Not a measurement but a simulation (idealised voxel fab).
voxel self aligned contacts: a process module
Displayed cross-section: cut, width of 265 nm, square cells sized 5 nm.
Cross-section, as written here: a square-cell grid given band by band from the top down, where a band holds one or more rows of cells. Look at the band entry: it leads with the top's height and the bottom's height in nm. Then it lists the materials left to right, with a width in nm for each. The word "edge to edge" on a single material says that material fills the band edge to edge. The word "air" is empty space. Heights are expressed relative to 0, this being the level below which the as-received wafer comprises one material exclusively. The lowest band is unbounded in the downward direction and is denoted as in "0..down". With a width like "30->40", each row of cells in the band differs from the next by the same amount, the top row carrying the first number and the bottom row the second. Step note "no alteration" = no cross-section cell changed. Look at "Sealed cavities" for the closed voids: empty spaces with no open path to the top, sized 8 cells or up. Each is width x height at distance, distance from the left edge, all nm. Text after the settings on a step's line: the simulator's own remark on that step. overlay nm: for a step with a mask, the amount by which the mask lay right of where it was planned; a negative amount means left of it.
Process steps foreseen in the plan:
1: RECEIVE,material Si
2: CONFORMAL_DEP,material SiO2,thk nm 5
3: DIRECTIONAL_DEP,material polySi,thk nm 25
4: DIRECTIONAL_DEP,material SiN,thk nm 20
5: DIRECTIONAL_DEP,material aC,thk nm 10
6: PATTERN,tone cover,mask id GATE,material resist,width nm 25,pitch nm 70,thk nm 30,overlay nm 0
7: DIRECTIONAL_ETCH,etch materials aC,depth nm 10
8: STRIP,etch materials resist
9: DIRECTIONAL_ETCH,etch materials SiN,depth nm 20
10: DIRECTIONAL_ETCH,etch materials polySi,depth nm 25
11: STRIP,etch materials aC
12: CONFORMAL_DEP,material SiN,thk nm 10
13: DIRECTIONAL_ETCH,etch materials SiN,depth nm 10
14: FILL_DEP,material SiO2,thk nm 15
15: CMP,height nm 55
16: DIRECTIONAL_DEP,material aC,thk nm 15
17: PATTERN,tone open,mask id CONTACT,material resist,width nm 55,thk nm 35,overlay nm 0
18: DIRECTIONAL_ETCH,etch materials aC,depth nm 15
19: STRIP,etch materials resist
20: DIRECTIONAL_ETCH,etch materials SiO2,depth nm 55
21: STRIP,etch materials aC
22: CONFORMAL_DEP,material TiN,thk nm 5
23: FILL_DEP,material Ru,thk nm 10
24: CMP,height nm 55
25: CONFORMAL_DEP,material SiN,thk nm 5
Incoming wafer, cross-sectional view, post step 1:
	0..down | Si edge to edge
	Sealed cavities: none
Run as planned - first of the two wafers cross-sectioned at the end of the module:
	60..55 | SiN edge to edge
	55..50 | SiO2 105; TiN 20; Ru 15; TiN 20; SiO2 105
	50..30 | SiO2 75; SiN 45; TiN 5; Ru 15; TiN 5; SiN 45; SiO2 75
	30..5 | SiO2 75; SiN 10; polySi 25; SiN 10; TiN 5; Ru 15; TiN 5; SiN 10; polySi 25; SiN 10; SiO2 75
	5..0 | SiO2 120; TiN 25; SiO2 120
	0..down | Si edge to edge
	Sealed cavities: none
Cross-sectional image of the second wafer of the two following completion of the module. Starting state and process plan were the same as for the first wafer; one execution error occurred:
	65..60 | SiN edge to edge
	60..55 | TiN 110; Ru 45; TiN 110
	55..50 | SiO2 105; TiN 20; Ru 15; TiN 20; SiO2 105
	50..30 | SiO2 75; SiN 45; TiN 5; Ru 15; TiN 5; SiN 45; SiO2 75
	30..5 | SiO2 75; SiN 10; polySi 25; SiN 10; TiN 5; Ru 15; TiN 5; SiN 10; polySi 25; SiN 10; SiO2 75
	5..0 | SiO2 120; TiN 25; SiO2 120
	0..down | Si edge to edge
	Sealed cavities: none
Where did the run depart from the plan? rather than as planned, step 24 actually ran as CMP,height nm 60
Counted in cells at the end, the second wafer holds more or fewer of these materials than the first: Ru: 9 more | TiN: 44 more
